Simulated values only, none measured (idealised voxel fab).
Module name: voxel lift off (process module)
Square cell edge 5 nm, section width 270 nm, ID cut.
Think of the cross-section as a grid of square cells. We describe it in bands, top to bottom, and each band covers one or more rows of those cells. Within each band entry, the heights of the top and of the bottom of the band appear first, in that order and in nm; the materials of the band then follow from left to right, each with its corresponding width in nm. The designation "full width" on a single material indicates that it fills the band from edge to edge; the designation "empty" indicates empty space. Basically, 0 is our baseline, since under it the wafer straight out of the box is all one material. The bottom band has no lower end and keeps on going down, so it looks like "0 nm and below". Graded width ("30 to 40"): value in top row of band = first number; value in bottom row = second number; row-to-row change constant. "remains unaltered", as given for a step, is the statement that not any cell of the cross-section underwent a change during that step. Basically, "Enclosed void catalog" tells you about the enclosed voids: empty spaces with no open way to the top, 8 cells or bigger, each written width x height at distance, where distance is from the left edge, all in nm. Formally, on a step line, whatever follows the settings is a remark that the simulator itself makes on the step. What "overlay nm" on a step's line means: if the step has a mask, that mask lay this far to the right of its planned place, or, when the value is negative, to the left.

### Steps planned for the process
1 RECEIVE: material Si
2 CONFORMAL_DEP: material SiN, thk nm 5
3 PATTERN: tone open, mask id LINES, material resist, width nm 15, pitch nm 45, thk nm 20, overlay nm 0
4 DIRECTIONAL_DEP: material Ru, thk nm 10
5 STRIP: etch materials resist
6 CONFORMAL_DEP: material SiCN, thk nm 10

### Wafer at receipt (post step 1), cross-section
    0 nm and below | Si full width
    Enclosed void catalog: none

### Starting wafer: above. Plan: above. Run: one mistake. Cross-section after the module: below
    30 nm to 20 nm | 50 empty / 35 SiCN / 10 empty / 35 SiCN / 10 empty / 35 SiCN / 10 empty / 35 SiCN / 50 empty
    20 nm to 15 nm | 50 empty / 10 SiCN / 15 Ru / 10 SiCN / 10 empty / 10 SiCN / 15 Ru / 10 SiCN / 10 empty / 10 SiCN / 15 Ru / 10 SiCN / 10 empty / 10 SiCN / 15 Ru / 10 SiCN / 50 empty
    15 nm to 5 nm | 60 SiCN / 15 Ru / 30 SiCN / 15 Ru / 30 SiCN / 15 Ru / 30 SiCN / 15 Ru / 60 SiCN
    5 nm to 0 nm | SiN full width
    0 nm and below | Si full width
    Enclosed void catalog: none
What was the processing mistake? step 4 was not run as planned; what actually ran was DIRECTIONAL_DEP: material Ru, thk nm 15
